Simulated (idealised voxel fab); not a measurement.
The process module presented herein is designated voxel wiring stack.
The figure presents cross-section cut, which has a width of 295 nm and is divided into square cells with an edge length of 5 nm.
In this document a cross-section is written as a grid of square cells. It is given as a series of bands, listed from the top down, and a band is one or more rows of cells. Band: top and bottom heights (nm) first, top before bottom; then materials from left to right, widths in nm. "throughout" marks a sole material filling the band edge to edge. "empty" denotes empty space. Zero point of the height axis is 0; under it, received wafer = one material. Lowest band: continues down indefinitely, "top 0, no bottom". So if you see something like "30 to 40" for the width, read it as the top row of the band sitting at the first number and the bottom row at the second, with every row in between moving by the same amount as the last. "all unchanged" for a step: no cell of the cross-section changed in that step. The list in "Closed internal cavities" covers empty spaces of 8 cells or more that cannot reach the top through any open way, and it gives each as width x height at distance; the distance is from the left edge, and width, height and distance are in nm. Read whatever lies past the settings on a step's line as the simulator's own remark about the step. "overlay nm" on a masked step: distance the mask lay right of its planned place, negative for left.

# Steps planned for the process
step 1: RECEIVE | material Si
step 2: CONFORMAL_DEP | material SiO2 | thk nm 10
step 3: DIRECTIONAL_DEP | material TiN | thk nm 5
step 4: DIRECTIONAL_DEP | material Ru | thk nm 20
step 5: MASKED_ETCH | tone cover | mask id METAL_1 | width nm 30 | pitch nm 50 | etch materials Ru | depth nm 20 | overlay nm 0
step 6: MASKED_ETCH | tone cover | mask id METAL_1 | width nm 30 | pitch nm 50 | etch materials TiN | depth nm 5 | overlay nm 0
step 7: FILL_DEP | material SiO2 | thk nm 5
step 8: CMP | height nm 35
step 9: CONFORMAL_DEP | material SiCN | thk nm 5
step 10: DIRECTIONAL_DEP | material lowk | thk nm 25
step 11: MASKED_ETCH | tone open | mask id METAL_2_HOLES | width nm 15 | pitch nm 50 | etch materials lowk | depth nm 25 | overlay nm 0
step 12: MASKED_ETCH | tone open | mask id METAL_2 | width nm 30 | pitch nm 50 | etch materials lowk | depth nm 15 | overlay nm 0
step 13: MASKED_ETCH | tone open | mask id METAL_2 | width nm 30 | pitch nm 50 | etch materials SiCN | depth nm 5 | overlay nm 0
step 14: CONFORMAL_DEP | material TiN | thk nm 5
step 15: FILL_DEP | material Ru | thk nm 5
step 16: CMP | height nm 65
step 17: CONFORMAL_DEP | material SiCN | thk nm 5
step 18: DIRECTIONAL_DEP | material SiO2 | thk nm 10
step 19: MASKED_ETCH | tone open | mask id PLUG_2 | width nm 15 | pitch nm 100 | etch materials SiO2 | depth nm 10 | overlay nm 0
step 20: MASKED_ETCH | tone open | mask id PLUG_2 | width nm 15 | pitch nm 100 | etch materials SiCN | depth nm 5 | overlay nm 0
step 21: EPI | material Ru | thk nm 10
step 22: EPI | material Ru | thk nm 5
step 23: DIRECTIONAL_DEP | material TiN | thk nm 5
step 24: DIRECTIONAL_DEP | material W | thk nm 25
step 25: MASKED_ETCH | tone cover | mask id METAL_3 | width nm 30 | pitch nm 50 | etch materials W | depth nm 25 | overlay nm 0
step 26: MASKED_ETCH | tone cover | mask id METAL_3 | width nm 30 | pitch nm 50 | etch materials TiN | depth nm 5 | overlay nm 0
step 27: CONFORMAL_DEP | material SiCN | thk nm 5
step 28: FILL_DEP | material lowk | thk nm 5
step 29: CMP | height nm 110
step 30: CONFORMAL_DEP | material SiCN | thk nm 5
step 31: DIRECTIONAL_DEP | material SiO2 | thk nm 25
step 32: DIRECTIONAL_DEP | material aC | thk nm 10
step 33: PATTERN | tone open | mask id METAL_4 | material resist | width nm 30 | pitch nm 50 | thk nm 25 | overlay nm 0
step 34: DIRECTIONAL_ETCH | etch materials aC | depth nm 10
step 35: STRIP | etch materials resist
step 36: DIRECTIONAL_ETCH | etch materials SiO2 | depth nm 15
step 37: STRIP | etch materials aC
step 38: MASKED_ETCH | tone open | mask id METAL_4_HOLES | width nm 15 | pitch nm 50 | etch materials SiO2 | depth nm 10 | overlay nm 0
step 39: MASKED_ETCH | tone open | mask id METAL_4_HOLES | width nm 15 | pitch nm 50 | etch materials SiCN | depth nm 5 | overlay nm 0
step 40: CONFORMAL_DEP | material TiN | thk nm 5
step 41: FILL_DEP | material Cu | thk nm 10
step 42: CMP | height nm 140
step 43: CONFORMAL_DEP | material SiN | thk nm 5

# The following pertains to the first of two wafers, which was processed as planned

# As-received wafer cross-section (after step 1)
top 0, no bottom = Si throughout
Closed internal cavities: none

# Cross-section of the wafer subsequent to step 2
top 10, bottom 0 = SiO2 throughout
Below 0 it's all the same as before, nothing changed down there.

# Cross-section of the wafer subsequent to step 3
top 15, bottom 10 = TiN throughout
Below 10 it's all the same as before, nothing changed down there.

# Cross-section of the wafer subsequent to step 4
top 35, bottom 15 = Ru throughout
Below 15 it's all the same as before, nothing changed down there.

# Cross-section of the wafer subsequent to step 5
top 35, bottom 15 = empty (55)  Ru (30)  empty (20)  Ru (30)  empty (20)  Ru (30)  empty (20)  Ru (30)  empty (60)
Below 15 it's all the same as before, nothing changed down there.

# Cross-section of the wafer subsequent to step 6
top 35, bottom 15 = empty (55)  Ru (30)  empty (20)  Ru (30)  empty (20)  Ru (30)  empty (20)  Ru (30)  empty (60)
top 15, bottom 10 = empty (55)  TiN (30)  empty (20)  TiN (30)  empty (20)  TiN (30)  empty (20)  TiN (30)  empty (60)
Below 10 it's all the same as before, nothing changed down there.

# Cross-section of the wafer subsequent to step 7
top 40, bottom 35 = SiO2 throughout
top 35, bottom 15 = SiO2 (55)  Ru (30)  SiO2 (20)  Ru (30)  SiO2 (20)  Ru (30)  SiO2 (20)  Ru (30)  SiO2 (60)
top 15, bottom 10 = SiO2 (55)  TiN (30)  SiO2 (20)  TiN (30)  SiO2 (20)  TiN (30)  SiO2 (20)  TiN (30)  SiO2 (60)
Below 10 it's all the same as before, nothing changed down there.

# Cross-section of the wafer subsequent to step 8
top 35, bottom 15 = SiO2 (55)  Ru (30)  SiO2 (20)  Ru (30)  SiO2 (20)  Ru (30)  SiO2 (20)  Ru (30)  SiO2 (60)
Below 15 it's all the same as before, nothing changed down there.

# Cross-section of the wafer subsequent to step 9
top 40, bottom 35 = SiCN throughout
Below 35 it's all the same as before, nothing changed down there.

# Cross-section of the wafer subsequent to step 10
top 65, bottom 40 = lowk throughout
Below 40 it's all the same as before, nothing changed down there.

# Cross-section of the wafer subsequent to step 11
top 65, bottom 40 = lowk (55)  empty (15)  lowk (35)  empty (15)  lowk (35)  empty (15)  lowk (35)  empty (15)  lowk (75)
Below 40 it's all the same as before, nothing changed down there.

# Cross-section of the wafer subsequent to step 12
top 65, bottom 50 = lowk (55)  empty (30)  lowk (20)  empty (30)  lowk (20)  empty (30)  lowk (20)  empty (30)  lowk (60)
Below 50 it's all the same as before, nothing changed down there.

# Cross-section of the wafer subsequent to step 13
top 65, bottom 50 = lowk (55)  empty (30)  lowk (20)  empty (30)  lowk (20)  empty (30)  lowk (20)  empty (30)  lowk (60)
top 50, bottom 40 = lowk (55)  empty (15)  lowk (35)  empty (15)  lowk (35)  empty (15)  lowk (35)  empty (15)  lowk (75)
top 40, bottom 35 = SiCN (55)  empty (15)  SiCN (35)  empty (15)  SiCN (35)  empty (15)  SiCN (35)  empty (15)  SiCN (75)
Below 35 it's all the same as before, nothing changed down there.

# Cross-section of the wafer subsequent to step 14
top 70, bottom 65 = TiN (60)  empty (20)  TiN (30)  empty (20)  TiN (30)  empty (20)  TiN (30)  empty (20)  TiN (65)
top 65, bottom 55 = lowk (55)  TiN (5)  empty (20)  TiN (5)  lowk (20)  TiN (5)  empty (20)  TiN (5)  lowk (20)  TiN (5)  empty (20)  TiN (5)  lowk (20)  TiN (5)  empty (20)  TiN (5)  lowk (60)
top 55, bottom 50 = lowk (55)  TiN (5)  empty (5)  TiN (20)  lowk (20)  TiN (5)  empty (5)  TiN (20)  lowk (20)  TiN (5)  empty (5)  TiN (20)  lowk (20)  TiN (5)  empty (5)  TiN (20)  lowk (60)
top 50, bottom 40 = lowk (55)  TiN (5)  empty (5)  TiN (5)  lowk (35)  TiN (5)  empty (5)  TiN (5)  lowk (35)  TiN (5)  empty (5)  TiN (5)  lowk (35)  TiN (5)  empty (5)  TiN (5)  lowk (75)
top 40, bottom 35 = SiCN (55)  TiN (15)  SiCN (35)  TiN (15)  SiCN (35)  TiN (15)  SiCN (35)  TiN (15)  SiCN (75)
Below 35 it's all the same as before, nothing changed down there.

# Cross-section of the wafer subsequent to step 15
top 75, bottom 70 = Ru throughout
top 70, bottom 65 = TiN (60)  Ru (20)  TiN (30)  Ru (20)  TiN (30)  Ru (20)  TiN (30)  Ru (20)  TiN (65)
top 65, bottom 55 = lowk (55)  TiN (5)  Ru (20)  TiN (5)  lowk (20)  TiN (5)  Ru (20)  TiN (5)  lowk (20)  TiN (5)  Ru (20)  TiN (5)  lowk (20)  TiN (5)  Ru (20)  TiN (5)  lowk (60)
top 55, bottom 50 = lowk (55)  TiN (5)  Ru (5)  TiN (20)  lowk (20)  TiN (5)  Ru (5)  TiN (20)  lowk (20)  TiN (5)  Ru (5)  TiN (20)  lowk (20)  TiN (5)  Ru (5)  TiN (20)  lowk (60)
top 50, bottom 40 = lowk (55)  TiN (5)  Ru (5)  TiN (5)  lowk (35)  TiN (5)  Ru (5)  TiN (5)  lowk (35)  TiN (5)  Ru (5)  TiN (5)  lowk (35)  TiN (5)  Ru (5)  TiN (5)  lowk (75)
Below 40 it's all the same as before, nothing changed down there.

# Cross-section of the wafer subsequent to step 16
top 65, bottom 55 = lowk (55)  TiN (5)  Ru (20)  TiN (5)  lowk (20)  TiN (5)  Ru (20)  TiN (5)  lowk (20)  TiN (5)  Ru (20)  TiN (5)  lowk (20)  TiN (5)  Ru (20)  TiN (5)  lowk (60)
Below 55 it's all the same as before, nothing changed down there.

# Cross-section of the wafer subsequent to step 17
top 70, bottom 65 = SiCN throughout
Below 65 it's all the same as before, nothing changed down there.

# Cross-section of the wafer subsequent to step 18
top 80, bottom 70 = SiO2 throughout
Below 70 it's all the same as before, nothing changed down there.

# Cross-section of the wafer subsequent to step 19
top 80, bottom 70 = SiO2 (55)  empty (15)  SiO2 (85)  empty (15)  SiO2 (125)
Below 70 it's all the same as before, nothing changed down there.

# Cross-section of the wafer subsequent to step 20
top 80, bottom 70 = SiO2 (55)  empty (15)  SiO2 (85)  empty (15)  SiO2 (125)
top 70, bottom 65 = SiCN (55)  empty (15)  SiCN (85)  empty (15)  SiCN (125)
Below 65 it's all the same as before, nothing changed down there.

# Cross-section of the wafer subsequent to step 21
top 80, bottom 75 = SiO2 (55)  empty (15)  SiO2 (85)  empty (15)  SiO2 (125)
top 75, bottom 70 = SiO2 (55)  Ru (15)  SiO2 (85)  Ru (15)  SiO2 (125)
top 70, bottom 65 = SiCN (55)  Ru (15)  SiCN (85)  Ru (15)  SiCN (125)
Below 65 it's all the same as before, nothing changed down there.

# Cross-section of the wafer subsequent to step 22
top 80, bottom 70 = SiO2 (55)  Ru (15)  SiO2 (85)  Ru (15)  SiO2 (125)
Below 70 it's all the same as before, nothing changed down there.

# Cross-section of the wafer subsequent to step 23
top 85, bottom 80 = TiN throughout
Below 80 it's all the same as before, nothing changed down there.

# Cross-section of the wafer subsequent to step 24
top 110, bottom 85 = W throughout
Below 85 it's all the same as before, nothing changed down there.

# Cross-section of the wafer subsequent to step 25
top 110, bottom 85 = empty (55)  W (30)  empty (20)  W (30)  empty (20)  W (30)  empty (20)  W (30)  empty (60)
Below 85 it's all the same as before, nothing changed down there.

# Cross-section of the wafer subsequent to step 26
top 110, bottom 85 = empty (55)  W (30)  empty (20)  W (30)  empty (20)  W (30)  empty (20)  W (30)  empty (60)
top 85, bottom 80 = empty (55)  TiN (30)  empty (20)  TiN (30)  empty (20)  TiN (30)  empty (20)  TiN (30)  empty (60)
Below 80 it's all the same as before, nothing changed down there.

# Cross-section of the wafer subsequent to step 27
top 115, bottom 110 = empty (50)  SiCN (40)  empty (10)  SiCN (40)  empty (10)  SiCN (40)  empty (10)  SiCN (40)  empty (55)
top 110, bottom 85 = empty (50)  SiCN (5)  W (30)  SiCN (5)  empty (10)  SiCN (5)  W (30)  SiCN (5)  empty (10)  SiCN (5)  W (30)  SiCN (5)  empty (10)  SiCN (5)  W (30)  SiCN (5)  empty (55)
top 85, bottom 80 = SiCN (55)  TiN (30)  SiCN (20)  TiN (30)  SiCN (20)  TiN (30)  SiCN (20)  TiN (30)  SiCN (60)
Below 80 it's all the same as before, nothing changed down there.

# Cross-section of the wafer subsequent to step 28
top 120, bottom 115 = lowk throughout
top 115, bottom 110 = lowk (50)  SiCN (40)  lowk (10)  SiCN (40)  lowk (10)  SiCN (40)  lowk (10)  SiCN (40)  lowk (55)
top 110, bottom 85 = lowk (50)  SiCN (5)  W (30)  SiCN (5)  lowk (10)  SiCN (5)  W (30)  SiCN (5)  lowk (10)  SiCN (5)  W (30)  SiCN (5)  lowk (10)  SiCN (5)  W (30)  SiCN (5)  lowk (55)
Below 85 it's all the same as before, nothing changed down there.

# Cross-section of the wafer subsequent to step 29
top 110, bottom 85 = lowk (50)  SiCN (5)  W (30)  SiCN (5)  lowk (10)  SiCN (5)  W (30)  SiCN (5)  lowk (10)  SiCN (5)  W (30)  SiCN (5)  lowk (10)  SiCN (5)  W (30)  SiCN (5)  lowk (55)
Below 85 it's all the same as before, nothing changed down there.

# Cross-section of the wafer subsequent to step 30
top 115, bottom 110 = SiCN throughout
Below 110 it's all the same as before, nothing changed down there.

# Cross-section of the wafer subsequent to step 31
top 140, bottom 115 = SiO2 throughout
Below 115 it's all the same as before, nothing changed down there.

# Cross-section of the wafer subsequent to step 32
top 150, bottom 140 = aC throughout
Below 140 it's all the same as before, nothing changed down there.

# Cross-section of the wafer subsequent to step 33
top 175, bottom 150 = resist (55)  empty (30)  resist (20)  empty (30)  resist (20)  empty (30)  resist (20)  empty (30)  resist (60)
Below 150 it's all the same as before, nothing changed down there.

# Cross-section of the wafer subsequent to step 34
top 165, bottom 150 = resist (55)  empty (30)  resist (20)  empty (30)  resist (20)  empty (30)  resist (20)  empty (30)  resist (60)
top 150, bottom 140 = aC (55)  empty (30)  aC (20)  empty (30)  aC (20)  empty (30)  aC (20)  empty (30)  aC (60)
Below 140 it's all the same as before, nothing changed down there.

# Cross-section of the wafer subsequent to step 35
top 150, bottom 140 = aC (55)  empty (30)  aC (20)  empty (30)  aC (20)  empty (30)  aC (20)  empty (30)  aC (60)
Below 140 it's all the same as before, nothing changed down there.

# Cross-section of the wafer subsequent to step 36
top 150, bottom 140 = aC (55)  empty (30)  aC (20)  empty (30)  aC (20)  empty (30)  aC (20)  empty (30)  aC (60)
top 140, bottom 125 = SiO2 (55)  empty (30)  SiO2 (20)  empty (30)  SiO2 (20)  empty (30)  SiO2 (20)  empty (30)  SiO2 (60)
Below 125 it's all the same as before, nothing changed down there.

# Cross-section of the wafer subsequent to step 37
top 140, bottom 125 = SiO2 (55)  empty (30)  SiO2 (20)  empty (30)  SiO2 (20)  empty (30)  SiO2 (20)  empty (30)  SiO2 (60)
Below 125 it's all the same as before, nothing changed down there.

# Cross-section of the wafer subsequent to step 38
top 140, bottom 125 = SiO2 (55)  empty (30)  SiO2 (20)  empty (30)  SiO2 (20)  empty (30)  SiO2 (20)  empty (30)  SiO2 (60)
top 125, bottom 115 = SiO2 (55)  empty (15)  SiO2 (35)  empty (15)  SiO2 (35)  empty (15)  SiO2 (35)  empty (15)  SiO2 (75)
Below 115 it's all the same as before, nothing changed down there.

# Cross-section of the wafer subsequent to step 39
top 140, bottom 125 = SiO2 (55)  empty (30)  SiO2 (20)  empty (30)  SiO2 (20)  empty (30)  SiO2 (20)  empty (30)  SiO2 (60)
top 125, bottom 115 = SiO2 (55)  empty (15)  SiO2 (35)  empty (15)  SiO2 (35)  empty (15)  SiO2 (35)  empty (15)  SiO2 (75)
top 115, bottom 110 = SiCN (55)  empty (15)  SiCN (35)  empty (15)  SiCN (35)  empty (15)  SiCN (35)  empty (15)  SiCN (75)
Below 110 it's all the same as before, nothing changed down there.

# Cross-section of the wafer subsequent to step 40
top 145, bottom 140 = TiN (60)  empty (20)  TiN (30)  empty (20)  TiN (30)  empty (20)  TiN (30)  empty (20)  TiN (65)
top 140, bottom 130 = SiO2 (55)  TiN (5)  empty (20)  TiN (5)  SiO2 (20)  TiN (5)  empty (20)  TiN (5)  SiO2 (20)  TiN (5)  empty (20)  TiN (5)  SiO2 (20)  TiN (5)  empty (20)  TiN (5)  SiO2 (60)
top 130, bottom 125 = SiO2 (55)  TiN (5)  empty (5)  TiN (20)  SiO2 (20)  TiN (5)  empty (5)  TiN (20)  SiO2 (20)  TiN (5)  empty (5)  TiN (20)  SiO2 (20)  TiN (5)  empty (5)  TiN (20)  SiO2 (60)
top 125, bottom 115 = SiO2 (55)  TiN (5)  empty (5)  TiN (5)  SiO2 (35)  TiN (5)  empty (5)  TiN (5)  SiO2 (35)  TiN (5)  empty (5)  TiN (5)  SiO2 (35)  TiN (5)  empty (5)  TiN (5)  SiO2 (75)
top 115, bottom 110 = SiCN (55)  TiN (15)  SiCN (35)  TiN (15)  SiCN (35)  TiN (15)  SiCN (35)  TiN (15)  SiCN (75)
Below 110 it's all the same as before, nothing changed down there.

# Cross-section of the wafer subsequent to step 41
top 155, bottom 145 = Cu throughout
top 145, bottom 140 = TiN (60)  Cu (20)  TiN (30)  Cu (20)  TiN (30)  Cu (20)  TiN (30)  Cu (20)  TiN (65)
top 140, bottom 130 = SiO2 (55)  TiN (5)  Cu (20)  TiN (5)  SiO2 (20)  TiN (5)  Cu (20)  TiN (5)  SiO2 (20)  TiN (5)  Cu (20)  TiN (5)  SiO2 (20)  TiN (5)  Cu (20)  TiN (5)  SiO2 (60)
top 130, bottom 125 = SiO2 (55)  TiN (5)  Cu (5)  TiN (20)  SiO2 (20)  TiN (5)  Cu (5)  TiN (20)  SiO2 (20)  TiN (5)  Cu (5)  TiN (20)  SiO2 (20)  TiN (5)  Cu (5)  TiN (20)  SiO2 (60)
top 125, bottom 115 = SiO2 (55)  TiN (5)  Cu (5)  TiN (5)  SiO2 (35)  TiN (5)  Cu (5)  TiN (5)  SiO2 (35)  TiN (5)  Cu (5)  TiN (5)  SiO2 (35)  TiN (5)  Cu (5)  TiN (5)  SiO2 (75)
Below 115 it's all the same as before, nothing changed down there.

# Cross-section of the wafer subsequent to step 42
top 140, bottom 130 = SiO2 (55)  TiN (5)  Cu (20)  TiN (5)  SiO2 (20)  TiN (5)  Cu (20)  TiN (5)  SiO2 (20)  TiN (5)  Cu (20)  TiN (5)  SiO2 (20)  TiN (5)  Cu (20)  TiN (5)  SiO2 (60)
Below 130 it's all the same as before, nothing changed down there.

# Cross-section of the wafer subsequent to step 43
top 145, bottom 140 = SiN throughout
Below 140 it's all the same as before, nothing changed down there.

# It is to be noted that the second wafer proceeded from the same initial state and according to the same plan as the first, although one mistake was committed in its execution; through step 32, inclusive, the two wafers share an identical history

# X-section, second wafer, when step 33 was due to finish
top 175, bottom 150 = resist (60)  empty (20)  resist (30)  empty (20)  resist (30)  empty (20)  resist (30)  empty (20)  resist (65)
Below 150 it's all the same as before, nothing changed down there.

# X-section, second wafer, when step 34 was due to finish
top 165, bottom 150 = resist (60)  empty (20)  resist (30)  empty (20)  resist (30)  empty (20)  resist (30)  empty (20)  resist (65)
top 150, bottom 140 = aC (60)  empty (20)  aC (30)  empty (20)  aC (30)  empty (20)  aC (30)  empty (20)  aC (65)
Below 140 it's all the same as before, nothing changed down there.

# X-section, second wafer, when step 35 was due to finish
top 150, bottom 140 = aC (60)  empty (20)  aC (30)  empty (20)  aC (30)  empty (20)  aC (30)  empty (20)  aC (65)
Below 140 it's all the same as before, nothing changed down there.

# X-section, second wafer, when step 36 was due to finish
top 150, bottom 140 = aC (60)  empty (20)  aC (30)  empty (20)  aC (30)  empty (20)  aC (30)  empty (20)  aC (65)
top 140, bottom 125 = SiO2 (60)  empty (20)  SiO2 (30)  empty (20)  SiO2 (30)  empty (20)  SiO2 (30)  empty (20)  SiO2 (65)
Below 125 it's all the same as before, nothing changed down there.

# X-section, second wafer, when step 37 was due to finish
top 140, bottom 125 = SiO2 (60)  empty (20)  SiO2 (30)  empty (20)  SiO2 (30)  empty (20)  SiO2 (30)  empty (20)  SiO2 (65)
Below 125 it's all the same as before, nothing changed down there.

# X-section, second wafer, when step 38 was due to finish
top 140, bottom 130 = SiO2 (55)  empty (25)  SiO2 (25)  empty (25)  SiO2 (25)  empty (25)  SiO2 (25)  empty (25)  SiO2 (65)
top 130, bottom 125 = SiO2 (60)  empty (20)  SiO2 (30)  empty (20)  SiO2 (30)  empty (20)  SiO2 (30)  empty (20)  SiO2 (65)
top 125, bottom 115 = SiO2 (60)  empty (10)  SiO2 (40)  empty (10)  SiO2 (40)  empty (10)  SiO2 (40)  empty (10)  SiO2 (75)
Below 115 it's all the same as before, nothing changed down there.

# X-section, second wafer, when step 39 was due to finish
top 140, bottom 130 = SiO2 (55)  empty (25)  SiO2 (25)  empty (25)  SiO2 (25)  empty (25)  SiO2 (25)  empty (25)  SiO2 (65)
top 130, bottom 125 = SiO2 (60)  empty (20)  SiO2 (30)  empty (20)  SiO2 (30)  empty (20)  SiO2 (30)  empty (20)  SiO2 (65)
top 125, bottom 115 = SiO2 (60)  empty (10)  SiO2 (40)  empty (10)  SiO2 (40)  empty (10)  SiO2 (40)  empty (10)  SiO2 (75)
top 115, bottom 110 = SiCN (60)  empty (10)  SiCN (40)  empty (10)  SiCN (40)  empty (10)  SiCN (40)  empty (10)  SiCN (75)
Below 110 it's all the same as before, nothing changed down there.

# X-section, second wafer, when step 40 was due to finish
top 145, bottom 140 = TiN (60)  empty (15)  TiN (35)  empty (15)  TiN (35)  empty (15)  TiN (35)  empty (15)  TiN (70)
top 140, bottom 130 = SiO2 (55)  TiN (5 to 10)  empty (15 to 10)  TiN (5)  SiO2 (25)  TiN (5 to 10)  empty (15 to 10)  TiN (5)  SiO2 (25)  TiN (5 to 10)  empty (15 to 10)  TiN (5)  SiO2 (25)  TiN (5 to 10)  empty (15 to 10)  TiN (5)  SiO2 (65)
top 130, bottom 125 = SiO2 (60)  TiN (20)  SiO2 (30)  TiN (20)  SiO2 (30)  TiN (20)  SiO2 (30)  TiN (20)  SiO2 (65)
top 125, bottom 115 = SiO2 (60)  TiN (10)  SiO2 (40)  TiN (10)  SiO2 (40)  TiN (10)  SiO2 (40)  TiN (10)  SiO2 (75)
top 115, bottom 110 = SiCN (60)  TiN (10)  SiCN (40)  TiN (10)  SiCN (40)  TiN (10)  SiCN (40)  TiN (10)  SiCN (75)
Below 110 it's all the same as before, nothing changed down there.

# X-section, second wafer, when step 41 was due to finish
top 155, bottom 145 = Cu throughout
top 145, bottom 140 = TiN (60)  Cu (15)  TiN (35)  Cu (15)  TiN (35)  Cu (15)  TiN (35)  Cu (15)  TiN (70)
top 140, bottom 130 = SiO2 (55)  TiN (5 to 10)  Cu (15 to 10)  TiN (5)  SiO2 (25)  TiN (5 to 10)  Cu (15 to 10)  TiN (5)  SiO2 (25)  TiN (5 to 10)  Cu (15 to 10)  TiN (5)  SiO2 (25)  TiN (5 to 10)  Cu (15 to 10)  TiN (5)  SiO2 (65)
Below 130 it's all the same as before, nothing changed down there.

# X-section, second wafer, when step 42 was due to finish
top 140, bottom 130 = SiO2 (55)  TiN (5 to 10)  Cu (15 to 10)  TiN (5)  SiO2 (25)  TiN (5 to 10)  Cu (15 to 10)  TiN (5)  SiO2 (25)  TiN (5 to 10)  Cu (15 to 10)  TiN (5)  SiO2 (25)  TiN (5 to 10)  Cu (15 to 10)  TiN (5)  SiO2 (65)
Below 130 it's all the same as before, nothing changed down there.

# X-section, second wafer, when step 43 was due to finish
top 145, bottom 140 = SiN throughout
Below 140 it's all the same as before, nothing changed down there.
Processing error: in deviation from the planned setting, step 33 was conducted as PATTERN | tone open | mask id METAL_4 | material resist | width nm 20 | pitch nm 50 | thk nm 25 | overlay nm 0
End check, counted in cells, second wafer has more or fewer of these materials than the first: Cu -24 | SiCN +4 | SiO2 +24 | TiN -4
